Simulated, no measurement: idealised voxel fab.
process module | voxel ribs on slabs
Shown is cross-section cut, with a width of 290 nm and square cells of size 5 nm.
When this document writes out a cross-section, it uses a grid of square cells and lists it as bands, beginning at the top and moving down, with a band standing for one or more rows of cells.
What a band's entry tells you: where the top is and where the bottom is, as heights in nm, and after that what lies inside, material by material from left to right, each with its width in nm. Empty space is written as the word "air", and a single material marked with the word "everywhere" occupies the band from edge to edge.
Where do heights start? At 0: under that level the wafer as delivered is made of one material only. And the lowest band has no floor; it just carries on downward, as in "0 and below".
With a width like "30 to 40", each row of cells in the band differs from the next by the same amount, the top row carrying the first number and the bottom row the second.
"no change" (step): cross-section cells unchanged, all of them.
Basically, "Closed cavities" tells you about the enclosed voids: empty spaces with no open way to the top, 8 cells or bigger, each written width x height at distance, where distance is from the left edge, all in nm.
Anything after a step's settings on that line? It's the simulator's own note about the step.
For masked steps, "overlay nm" on the step line gives how far right of plan the mask actually lay; a minus sign means it lay to the left.

# Process steps (planned)
1,RECEIVE with material Si
2,DIRECTIONAL_DEP with material SiO2, thk nm 25
3,DIRECTIONAL_DEP with material SiN, thk nm 15
4,DIRECTIONAL_DEP with material aC, thk nm 15
5,PATTERN with tone cover, mask id RIB, material resist, width nm 25, thk nm 30, overlay nm 0
6,DIRECTIONAL_ETCH with etch materials aC, depth nm 15
7,STRIP with etch materials resist
8,DIRECTIONAL_ETCH with etch materials SiN, depth nm 10
9,STRIP with etch materials aC
10,DIRECTIONAL_DEP with material aC, thk nm 10
11,PATTERN with tone cover, mask id SLAB, material resist, width nm 85, thk nm 25, overlay nm 0
12,DIRECTIONAL_ETCH with etch materials aC, depth nm 10
13,STRIP with etch materials resist
14,DIRECTIONAL_ETCH with etch materials SiN, depth nm 5
15,STRIP with etch materials aC
16,FILL_DEP with material SiO2, thk nm 15
17,CMP with height nm 50
18,DIRECTIONAL_DEP with material TiN, thk nm 10
19,DIRECTIONAL_DEP with material aC, thk nm 15
20,PATTERN with tone cover, mask id HEATER, material resist, width nm 35, thk nm 30, overlay nm 0
21,DIRECTIONAL_ETCH with etch materials aC, depth nm 15
22,STRIP with etch materials resist
23,DIRECTIONAL_ETCH with etch materials TiN, depth nm 10
24,STRIP with etch materials aC
25,CONFORMAL_DEP with material SiN, thk nm 10

# Of two wafers, the first: run according to plan

# Cross-sectional view of the wafer in its as-received condition, corresponding to the state after step 1
  0 and below | Si everywhere
  Closed cavities: none

# The wafer in cross-section once step 2 is complete
  25 down to 0 | SiO2 everywhere
  All layers under 0 are left as they were.

# The wafer in cross-section once step 3 is complete
  40 down to 25 | SiN everywhere
  All layers under 25 are left as they were.

# The wafer in cross-section once step 4 is complete
  55 down to 40 | aC everywhere
  All layers under 40 are left as they were.

# The wafer in cross-section once step 5 is complete
  85 down to 55 | 130 of air  25 of resist  135 of air
  All layers under 55 are left as they were.

# The wafer in cross-section once step 6 is complete
  70 down to 55 | 130 of air  25 of resist  135 of air
  55 down to 40 | 130 of air  25 of aC  135 of air
  All layers under 40 are left as they were.

# The wafer in cross-section once step 7 is complete
  55 down to 40 | 130 of air  25 of aC  135 of air
  All layers under 40 are left as they were.

# The wafer in cross-section once step 8 is complete
  55 down to 40 | 130 of air  25 of aC  135 of air
  40 down to 30 | 130 of air  25 of SiN  135 of air
  All layers under 30 are left as they were.

# The wafer in cross-section once step 9 is complete
  40 down to 30 | 130 of air  25 of SiN  135 of air
  All layers under 30 are left as they were.

# The wafer in cross-section once step 10 is complete
  50 down to 40 | 130 of air  25 of aC  135 of air
  40 down to 30 | 130 of aC  25 of SiN  135 of aC
  All layers under 30 are left as they were.

# The wafer in cross-section once step 11 is complete
  75 down to 50 | 100 of air  85 of resist  105 of air
  50 down to 40 | 100 of air  30 of resist  25 of aC  30 of resist  105 of air
  All layers under 40 are left as they were.

# The wafer in cross-section once step 12 is complete
  65 down to 50 | 100 of air  85 of resist  105 of air
  50 down to 40 | 100 of air  30 of resist  25 of aC  30 of resist  105 of air
  40 down to 30 | 100 of air  30 of aC  25 of SiN  30 of aC  105 of air
  All layers under 30 are left as they were.

# The wafer in cross-section once step 13 is complete
  50 down to 40 | 130 of air  25 of aC  135 of air
  All layers under 40 are left as they were.

# The wafer in cross-section once step 14 is complete
  50 down to 40 | 130 of air  25 of aC  135 of air
  40 down to 30 | 100 of air  30 of aC  25 of SiN  30 of aC  105 of air
  30 down to 25 | 100 of air  85 of SiN  105 of air
  All layers under 25 are left as they were.

# The wafer in cross-section once step 15 is complete
  40 down to 30 | 130 of air  25 of SiN  135 of air
  All layers under 30 are left as they were.

# The wafer in cross-section once step 16 is complete
  55 down to 40 | SiO2 everywhere
  40 down to 30 | 130 of SiO2  25 of SiN  135 of SiO2
  30 down to 25 | 100 of SiO2  85 of SiN  105 of SiO2
  All layers under 25 are left as they were.

# The wafer in cross-section once step 17 is complete
  50 down to 40 | SiO2 everywhere
  All layers under 40 are left as they were.

# The wafer in cross-section once step 18 is complete
  60 down to 50 | TiN everywhere
  All layers under 50 are left as they were.

# The wafer in cross-section once step 19 is complete
  75 down to 60 | aC everywhere
  All layers under 60 are left as they were.

# The wafer in cross-section once step 20 is complete
  105 down to 75 | 125 of air  35 of resist  130 of air
  All layers under 75 are left as they were.

# The wafer in cross-section once step 21 is complete
  90 down to 75 | 125 of air  35 of resist  130 of air
  75 down to 60 | 125 of air  35 of aC  130 of air
  All layers under 60 are left as they were.

# The wafer in cross-section once step 22 is complete
  75 down to 60 | 125 of air  35 of aC  130 of air
  All layers under 60 are left as they were.

# The wafer in cross-section once step 23 is complete
  75 down to 60 | 125 of air  35 of aC  130 of air
  60 down to 50 | 125 of air  35 of TiN  130 of air
  All layers under 50 are left as they were.

# The wafer in cross-section once step 24 is complete
  60 down to 50 | 125 of air  35 of TiN  130 of air
  All layers under 50 are left as they were.

# The wafer in cross-section once step 25 is complete
  70 down to 60 | 115 of air  55 of SiN  120 of air
  60 down to 50 | 125 of SiN  35 of TiN  130 of SiN
  All layers under 50 are left as they were.

# The remaining wafer, second of the two, started like the first and was run to the same plan, except that one mistake was made along the way; the two coincide through step 4, inclusive

# Cross-sectional representation of the second wafer at the time designated in the plan for the completion of step 5
  85 down to 55 | 140 of air  25 of resist  125 of air
  All layers under 55 are left as they were.

# Cross-sectional representation of the second wafer at the time designated in the plan for the completion of step 6
  70 down to 55 | 140 of air  25 of resist  125 of air
  55 down to 40 | 140 of air  25 of aC  125 of air
  All layers under 40 are left as they were.

# Cross-sectional representation of the second wafer at the time designated in the plan for the completion of step 7
  55 down to 40 | 140 of air  25 of aC  125 of air
  All layers under 40 are left as they were.

# Cross-sectional representation of the second wafer at the time designated in the plan for the completion of step 8
  55 down to 40 | 140 of air  25 of aC  125 of air
  40 down to 30 | 140 of air  25 of SiN  125 of air
  All layers under 30 are left as they were.

# Cross-sectional representation of the second wafer at the time designated in the plan for the completion of step 9
  40 down to 30 | 140 of air  25 of SiN  125 of air
  All layers under 30 are left as they were.

# Cross-sectional representation of the second wafer at the time designated in the plan for the completion of step 10
  50 down to 40 | 140 of air  25 of aC  125 of air
  40 down to 30 | 140 of aC  25 of SiN  125 of aC
  All layers under 30 are left as they were.

# Cross-sectional representation of the second wafer at the time designated in the plan for the completion of step 11
  75 down to 50 | 100 of air  85 of resist  105 of air
  50 down to 40 | 100 of air  40 of resist  25 of aC  20 of resist  105 of air
  All layers under 40 are left as they were.

# Cross-sectional representation of the second wafer at the time designated in the plan for the completion of step 12
  65 down to 50 | 100 of air  85 of resist  105 of air
  50 down to 40 | 100 of air  40 of resist  25 of aC  20 of resist  105 of air
  40 down to 30 | 100 of air  40 of aC  25 of SiN  20 of aC  105 of air
  All layers under 30 are left as they were.

# Cross-sectional representation of the second wafer at the time designated in the plan for the completion of step 13
  50 down to 40 | 140 of air  25 of aC  125 of air
  All layers under 40 are left as they were.

# Cross-sectional representation of the second wafer at the time designated in the plan for the completion of step 14
  50 down to 40 | 140 of air  25 of aC  125 of air
  40 down to 30 | 100 of air  40 of aC  25 of SiN  20 of aC  105 of air
  30 down to 25 | 100 of air  85 of SiN  105 of air
  All layers under 25 are left as they were.

# Cross-sectional representation of the second wafer at the time designated in the plan for the completion of step 15
  40 down to 30 | 140 of air  25 of SiN  125 of air
  All layers under 30 are left as they were.

# Cross-sectional representation of the second wafer at the time designated in the plan for the completion of step 16
  55 down to 40 | SiO2 everywhere
  40 down to 30 | 140 of SiO2  25 of SiN  125 of SiO2
  30 down to 25 | 100 of SiO2  85 of SiN  105 of SiO2
  All layers under 25 are left as they were.

# Cross-sectional representation of the second wafer at the time designated in the plan for the completion of step 17
  50 down to 40 | SiO2 everywhere
  All layers under 40 are left as they were.

# Cross-sectional representation of the second wafer at the time designated in the plan for the completion of step 18
  60 down to 50 | TiN everywhere
  All layers under 50 are left as they were.

# Cross-sectional representation of the second wafer at the time designated in the plan for the completion of step 19
  75 down to 60 | aC everywhere
  All layers under 60 are left as they were.

# Cross-sectional representation of the second wafer at the time designated in the plan for the completion of step 20
  105 down to 75 | 125 of air  35 of resist  130 of air
  All layers under 75 are left as they were.

# Cross-sectional representation of the second wafer at the time designated in the plan for the completion of step 21
  90 down to 75 | 125 of air  35 of resist  130 of air
  75 down to 60 | 125 of air  35 of aC  130 of air
  All layers under 60 are left as they were.

# Cross-sectional representation of the second wafer at the time designated in the plan for the completion of step 22
  75 down to 60 | 125 of air  35 of aC  130 of air
  All layers under 60 are left as they were.

# Cross-sectional representation of the second wafer at the time designated in the plan for the completion of step 23
  75 down to 60 | 125 of air  35 of aC  130 of air
  60 down to 50 | 125 of air  35 of TiN  130 of air
  All layers under 50 are left as they were.

# Cross-sectional representation of the second wafer at the time designated in the plan for the completion of step 24
  60 down to 50 | 125 of air  35 of TiN  130 of air
  All layers under 50 are left as they were.

# Cross-sectional representation of the second wafer at the time designated in the plan for the completion of step 25
  70 down to 60 | 115 of air  55 of SiN  120 of air
  60 down to 50 | 125 of SiN  35 of TiN  130 of SiN
  All layers under 50 are left as they were.
Misprocessing identified: rather than as planned, step 5 actually ran as PATTERN with tone cover, mask id RIB, material resist, width nm 25, thk nm 30, overlay nm 10
Both wafers, final: cells per material equal; arrangement not.
